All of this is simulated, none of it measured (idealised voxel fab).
Proc. module: voxel wiring stack
Shown is cross-section cut, with a width of 270 nm and square cells of size 5 nm.
This document writes a cross-section as a grid whose cells are square, and gives it as bands, listed from the top down; one or more rows of cells form a band. Within each band entry, the heights of the top and of the bottom of the band appear first, in that order and in nm; the materials of the band then follow from left to right, each with its corresponding width in nm. The designation "edge to edge" on a single material indicates that it fills the band from edge to edge; the designation "air" indicates empty space. Below 0: as-received wafer, all one material; heights counted from there. Lowest band: no bottom, goes on down, written "0..down". The two numbers in a width such as "30..40" mark its ends across the band: the first belongs to the top row of cells, the second to the bottom row, and from each row to the next the width moves by the same amount. You'll sometimes find "remained the same" written for a step, and that's the way of saying that nowhere in the cross-section did a cell change during that step. "Internal closed voids" lists enclosed empty spaces (at least 8 cells, no open path upward to the top), each as width x height at distance from the left edge, in nm. That trailing text on a step's line, after the settings, is the simulator's own remark on the step. Regarding "overlay nm": on a step with a mask, it is the distance the mask lay to the right of its planned place; a negative value places it to the left.
## Intended process steps
1 RECEIVE (material Si)
2 CONFORMAL_DEP (material SiO2; thk nm 15)
3 DIRECTIONAL_DEP (material TiN; thk nm 5)
4 DIRECTIONAL_DEP (material W; thk nm 15)
5 MASKED_ETCH (tone cover; mask id METAL_1; width nm 25; pitch nm 50; etch materials W; depth nm 15; overlay nm 0)
6 MASKED_ETCH (tone cover; mask id METAL_1; width nm 25; pitch nm 50; etch materials TiN; depth nm 5; overlay nm 0)
7 FILL_DEP (material SiO2; thk nm 10)
8 CMP (height nm 35)
9 CONFORMAL_DEP (material SiCN; thk nm 5)
10 DIRECTIONAL_DEP (material SiO2; thk nm 35)
11 DIRECTIONAL_DEP (material aC; thk nm 15)
12 PATTERN (tone open; mask id METAL_2_HOLES; material resist; width nm 15; thk nm 30; overlay nm 0)
13 DIRECTIONAL_ETCH (etch materials aC; depth nm 15)
14 STRIP (etch materials resist)
15 DIRECTIONAL_ETCH (etch materials SiO2; depth nm 35)
16 STRIP (etch materials aC)
17 MASKED_ETCH (tone open; mask id METAL_2; width nm 25; pitch nm 50; etch materials SiO2; depth nm 20; overlay nm 0)
18 MASKED_ETCH (tone open; mask id METAL_2; width nm 25; pitch nm 50; etch materials SiCN; depth nm 5; overlay nm 0)
19 CONFORMAL_DEP (material TiN; thk nm 5)
20 FILL_DEP (material Cu; thk nm 5)
21 CMP (height nm 75)
22 CONFORMAL_DEP (material SiCN; thk nm 5)
23 DIRECTIONAL_DEP (material SiO2; thk nm 35)
24 MASKED_ETCH (tone open; mask id METAL_3_HOLES; width nm 15; etch materials SiO2; depth nm 35; overlay nm 0)
25 PATTERN (tone open; mask id METAL_3; material resist; width nm 25; pitch nm 50; thk nm 15; overlay nm 0)
26 DIRECTIONAL_ETCH (etch materials SiO2; depth nm 20)
27 DIRECTIONAL_ETCH (etch materials SiCN; depth nm 5)
28 STRIP (etch materials resist)
29 CONFORMAL_DEP (material TiN; thk nm 5)
30 FILL_DEP (material Ru; thk nm 10)
31 CMP (height nm 115)
32 CONFORMAL_DEP (material SiCN; thk nm 5)
## The cross-section here shows the wafer as received, i.e. in its state after step 1
- 0..down  Si edge to edge
- Internal closed voids: none
## Below is the wafer in cross-section after the module was completed. It began from the starting point shown above and followed the plan shown above, except that one mistake was made while running it
- 135..130  SiCN edge to edge
- 130..120  Ru edge to edge
- 120..115  TiN 100 nm / Ru 15 nm / TiN 35 nm / Ru 15 nm / TiN 105 nm
- 115..100  SiO2 95 nm / TiN 5 nm / Ru 15 nm / TiN 5 nm / SiO2 25 nm / TiN 5 nm / Ru 15 nm / TiN 5 nm / SiO2 100 nm
- 100..95  SiO2 95 nm / TiN 5 nm / Ru 5 nm / TiN 15 nm / SiO2 25 nm / TiN 25 nm / SiO2 100 nm
- 95..80  SiO2 95 nm / TiN 5 nm / Ru 5 nm / TiN 5 nm / SiO2 160 nm
- 80..75  SiCN 95 nm / TiN 15 nm / SiCN 160 nm
- 75..60  SiO2 95 nm / TiN 5 nm / Cu 15 nm / TiN 5 nm / SiO2 25 nm / TiN 5 nm / Cu 15 nm / TiN 5 nm / SiO2 100 nm
- 60..55  SiO2 95 nm / TiN 5 nm / Cu 5 nm / TiN 15 nm / SiO2 25 nm / TiN 25 nm / SiO2 100 nm
- 55..40  SiO2 95 nm / TiN 5 nm / Cu 5 nm / TiN 5 nm / SiO2 160 nm
- 40..35  SiCN 95 nm / TiN 15 nm / SiCN 160 nm
- 35..20  SiO2 95 nm / W 25 nm / SiO2 25 nm / W 25 nm / SiO2 100 nm
- 20..15  SiO2 95 nm / TiN 25 nm / SiO2 25 nm / TiN 25 nm / SiO2 100 nm
- 15..0  SiO2 edge to edge
- 0..down  Si edge to edge
- Internal closed voids: none
Where did the run depart from the plan? step 31 was left out
